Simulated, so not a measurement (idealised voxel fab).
Herein follows the process module entitled voxel transistor to metal.
For reference, the cross-section in this document is cut, with width 160 nm and square cells of 5 nm.
The cross-sections in this document take the form of a grid made of square cells. They are written out as bands, in order from top to bottom. Each band consists of one or more rows of cells. Band: top and bottom heights (nm) first, top before bottom; then materials from left to right, widths in nm. "edge to edge" marks a sole material filling the band edge to edge. "air" denotes empty space. Heights from 0 (as-received wafer is one material below). Bottom band endless downward, as "0 and below". Width spec "30..40" -> top row of cells at first value, bottom row at second value, equal per-row change in between. "everything unchanged" after a step means that no cell of the cross-section changed. Empty spaces counting at least 8 cells and having no open way to the top are listed in "Sealed-off cavities". The notation width x height at distance is used for each, the distance being from the left edge and all three values in nm. Where a step's line continues beyond its settings, the continuation is a remark by the simulator itself on that step. The optional step-line setting "overlay nm" applies to steps with a mask and quantifies how far to the right of its planned location the mask lay, a negative value indicating leftward placement.

## These are the steps we planned for the process
1 RECEIVE,material Si
2 CONFORMAL_DEP,material SiO2,thk nm 5
3 CONFORMAL_DEP,material SiN,thk nm 15
4 MASKED_ETCH,tone cover,mask id ACTIVE,width nm 125,etch materials SiN,depth nm 15,overlay nm 0
5 MASKED_ETCH,tone cover,mask id ACTIVE,width nm 125,etch materials SiO2,depth nm 5,overlay nm 0
6 MASKED_ETCH,tone cover,mask id ACTIVE,width nm 125,etch materials Si,depth nm 25,overlay nm 0
7 FILL_DEP,material SiO2,thk nm 15
8 CMP,height nm 20
9 SELECTIVE_ETCH,etch materials SiO2,depth nm 15
10 STRIP,etch materials SiN
11 SELECTIVE_ETCH,etch materials SiO2,depth nm 5
12 OXIDIZE,depth nm 5
13 DIRECTIONAL_DEP,material polySi,thk nm 30
14 DIRECTIONAL_DEP,material SiCN,thk nm 10
15 DIRECTIONAL_DEP,material aC,thk nm 10
16 PATTERN,tone cover,mask id GATE,material resist,width nm 25,thk nm 25,overlay nm 0
17 DIRECTIONAL_ETCH,etch materials aC,depth nm 10
18 STRIP,etch materials resist
19 DIRECTIONAL_ETCH,etch materials SiCN,depth nm 20
20 DIRECTIONAL_ETCH,etch materials polySi,depth nm 40
21 STRIP,etch materials aC
22 CONFORMAL_DEP,material SiO2,thk nm 5
23 DIRECTIONAL_ETCH,etch materials SiO2,depth nm 5
24 CONFORMAL_DEP,material SiN,thk nm 10
25 DIRECTIONAL_ETCH,etch materials SiN,depth nm 10
26 DIRECTIONAL_ETCH,etch materials SiO2,depth nm 5
27 EPI,material pSi,thk nm 5
28 FILL_DEP,material SiO2,thk nm 10
29 CMP,height nm 30
30 STRIP,etch materials polySi
31 SELECTIVE_ETCH,etch materials SiO2,depth nm 5
32 CONFORMAL_DEP,material HfO2,thk nm 5
33 CONFORMAL_DEP,material TiN,thk nm 5
34 FILL_DEP,material W,thk nm 5
35 CMP,height nm 25
36 DIRECTIONAL_DEP,material SiO2,thk nm 10
37 PATTERN,tone open,mask id CONTACT,material resist,width nm 20,pitch nm 85,thk nm 20,overlay nm 0
38 DIRECTIONAL_ETCH,etch materials SiO2,depth nm 35
39 STRIP,etch materials resist
40 CONFORMAL_DEP,material TiN,thk nm 5
41 FILL_DEP,material Ru,thk nm 5
42 CMP,height nm 35
43 DIRECTIONAL_DEP,material TiN,thk nm 5
44 DIRECTIONAL_DEP,material W,thk nm 25
45 MASKED_ETCH,tone cover,mask id METAL_1,width nm 20,pitch nm 85,etch materials W,depth nm 25,overlay nm 0
46 MASKED_ETCH,tone cover,mask id METAL_1,width nm 20,pitch nm 85,etch materials TiN,depth nm 5,overlay nm 0
47 CONFORMAL_DEP,material SiCN,thk nm 5
48 FILL_DEP,material lowk,thk nm 10
49 CMP,height nm 65
50 CONFORMAL_DEP,material SiCN,thk nm 5
51 DIRECTIONAL_DEP,material SiO2,thk nm 25
52 MASKED_ETCH,tone open,mask id METAL_2,width nm 20,pitch nm 85,etch materials SiO2,depth nm 15,overlay nm 0
53 DIRECTIONAL_DEP,material aC,thk nm 15
54 PATTERN,tone open,mask id METAL_2_HOLES,material resist,width nm 15,pitch nm 85,thk nm 30,overlay nm 0
55 DIRECTIONAL_ETCH,etch materials aC,depth nm 15
56 STRIP,etch materials resist
57 DIRECTIONAL_ETCH,etch materials SiO2,depth nm 10
58 DIRECTIONAL_ETCH,etch materials SiCN,depth nm 5
59 STRIP,etch materials aC
60 CONFORMAL_DEP,material TiN,thk nm 5
61 FILL_DEP,material Cu,thk nm 5
62 CMP,height nm 95
63 CONFORMAL_DEP,material SiCN,thk nm 5

## Cross-section of the wafer at receipt, which is the condition after step 1
> 0 and below = Si edge to edge
> Sealed-off cavities: none

## a wafer at the end: this start, this plan, one mistake
> 100 down to 95 = SiCN edge to edge
> 95 down to 85 = SiO2 25 / TiN 5 / SiO2 10 / TiN 5 / SiO2 65 / TiN 5 / SiO2 10 / TiN 5 / SiO2 30
> 85 down to 80 = SiO2 25 / TiN 5 / SiO2 5 / TiN 10 / SiO2 65 / TiN 5 / SiO2 5 / TiN 10 / SiO2 30
> 80 down to 70 = SiO2 25 / TiN 5 / SiO2 5 / TiN 5 / SiO2 70 / TiN 5 / SiO2 5 / TiN 5 / SiO2 35
> 70 down to 65 = SiCN 25 / TiN 15 / SiCN 70 / TiN 15 / SiCN 35
> 65 down to 40 = lowk 20 / SiCN 5 / W 20 / SiCN 5 / lowk 55 / SiCN 5 / W 20 / SiCN 5 / lowk 25
> 40 down to 35 = SiCN 25 / TiN 20 / SiCN 65 / TiN 20 / SiCN 30
> 35 down to 25 = SiO2 25 / TiN 5 / Ru 10 / TiN 5 / SiO2 65 / TiN 5 / Ru 10 / TiN 5 / SiO2 30
> 25 down to 5 = SiO2 25 / TiN 5 / Ru 10 / TiN 5 / SiO2 5 / SiN 10 / HfO2 5 / TiN 5 / W 15 / TiN 5 / HfO2 5 / SiN 10 / SiO2 5 / TiN 5 / Ru 10 / TiN 5 / SiO2 30
> 5 down to 0 = SiO2 25 / TiN 20 / SiO2 5 / SiN 10 / HfO2 5 / TiN 25 / HfO2 5 / SiN 10 / SiO2 5 / TiN 20 / SiO2 30
> 0 down to -5 = SiO2 10 / pSi 40 / SiO2 10 / HfO2 35 / SiO2 10 / pSi 40 / SiO2 15
> -5 down to -25 = SiO2 15 / Si 125 / SiO2 20
> -25 and below = Si edge to edge
> Sealed-off cavities: none
Deviation from plan: so step 61 ended up running with a different setting than we planned, it ran as FILL_DEP,material SiO2,thk nm 5
